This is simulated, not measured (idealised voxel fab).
Documented hereafter: the process module known as voxel wiring stack.
FYI the section here is cut, 225 nm wide, cells are 5 nm squares.
Cross-section, as written here: a square-cell grid given band by band from the top down, where a band holds one or more rows of cells. Top height, bottom height, nm. Materials left to right, width each, nm. Single material + "all across" = fills band edge to edge. "blank" = empty. Measure heights from 0. That's the level where, below it, the as-received wafer is all one material. The lowest band is bottomless and extends downward; write it as in "0 down". It should be noted that a width expressed as "30 to 40" varies in equal increments from row to row of cells within the band, taking the value of the first number at the top row and that of the second number at the bottom row. It should be understood that the words "nothing changed", when stated for a given step, signify that the cross-section underwent no change in any of its cells during that step. Listed in "Listed closed voids": every empty space of 8 or more cells without an open way to the top. Form: width x height at distance, the distance being from the left edge, all in nm. Note: text after step settings on the step line = simulator remark on that step. Regarding "overlay nm": on a step with a mask, it is the distance the mask lay to the right of its planned place; a negative value places it to the left.

SET OUT BELOW ARE THE PLANNED STEPS OF THE PROCESS
1: RECEIVE with material Si
2: CONFORMAL_DEP with material SiO2, thk nm 10
3: CONFORMAL_DEP with material SiCN, thk nm 5
4: DIRECTIONAL_DEP with material SiO2, thk nm 15
5: DIRECTIONAL_DEP with material aC, thk nm 15
6: PATTERN with tone open, mask id METAL_1, material resist, width nm 25, pitch nm 50, thk nm 30, overlay nm 0
7: DIRECTIONAL_ETCH with etch materials aC, depth nm 15
8: STRIP with etch materials resist
9: DIRECTIONAL_ETCH with etch materials SiO2, depth nm 15
10: DIRECTIONAL_ETCH with etch materials SiCN, depth nm 5
11: STRIP with etch materials aC
12: CONFORMAL_DEP with material TiN, thk nm 5
13: FILL_DEP with material Cu, thk nm 10
14: CMP with height nm 30
15: CONFORMAL_DEP with material SiCN, thk nm 5
16: DIRECTIONAL_DEP with material lowk, thk nm 15
17: MASKED_ETCH with tone open, mask id PLUG_1, width nm 15, pitch nm 50, etch materials lowk, depth nm 15, overlay nm 0
18: MASKED_ETCH with tone open, mask id PLUG_1, width nm 15, pitch nm 50, etch materials SiCN, depth nm 5, overlay nm 0
19: CONFORMAL_DEP with material TiN, thk nm 5
20: FILL_DEP with material Ru, thk nm 10
21: CMP with height nm 50
22: DIRECTIONAL_DEP with material TiN, thk nm 5
23: DIRECTIONAL_DEP with material W, thk nm 15
24: PATTERN with tone cover, mask id METAL_2, material resist, width nm 25, pitch nm 50, thk nm 20, overlay nm 0
25: DIRECTIONAL_ETCH with etch materials W, depth nm 15
26: DIRECTIONAL_ETCH with etch materials TiN, depth nm 5
27: STRIP with etch materials resist
28: CONFORMAL_DEP with material SiN, thk nm 5
29: FILL_DEP with material lowk, thk nm 5
30: CMP with height nm 70
31: CONFORMAL_DEP with material SiCN, thk nm 5

AS-RECEIVED WAFER CROSS-SECTION (AFTER STEP 1)
* 0 down | Si all across
* Listed closed voids: none

WAFER CROSS-SECTION AT END OF MODULE: START AND PLAN AS SHOWN ABOVE, ONE EXECUTION ERROR
* 75 to 70 | SiCN all across
* 70 to 55 | lowk 70 nm; SiN 5 nm; W 25 nm; SiN 5 nm; lowk 15 nm; SiN 5 nm; W 25 nm; SiN 5 nm; lowk 70 nm
* 55 to 50 | SiN 75 nm; TiN 25 nm; SiN 25 nm; TiN 25 nm; SiN 75 nm
* 50 to 45 | SiCN 75 nm; TiN 15 nm; SiCN 35 nm; TiN 15 nm; SiCN 85 nm
* 45 to 30 | lowk all across
* 30 to 15 | SiO2 75 nm; TiN 5 nm; Cu 15 nm; TiN 5 nm; SiO2 25 nm; TiN 5 nm; Cu 15 nm; TiN 5 nm; SiO2 75 nm
* 15 to 10 | SiCN 75 nm; TiN 25 nm; SiCN 25 nm; TiN 25 nm; SiCN 75 nm
* 10 to 0 | SiO2 all across
* 0 down | Si all across
* Listed closed voids: none
Here's what went sideways: note: step 15 <-> step 16, run order reversed vs plan
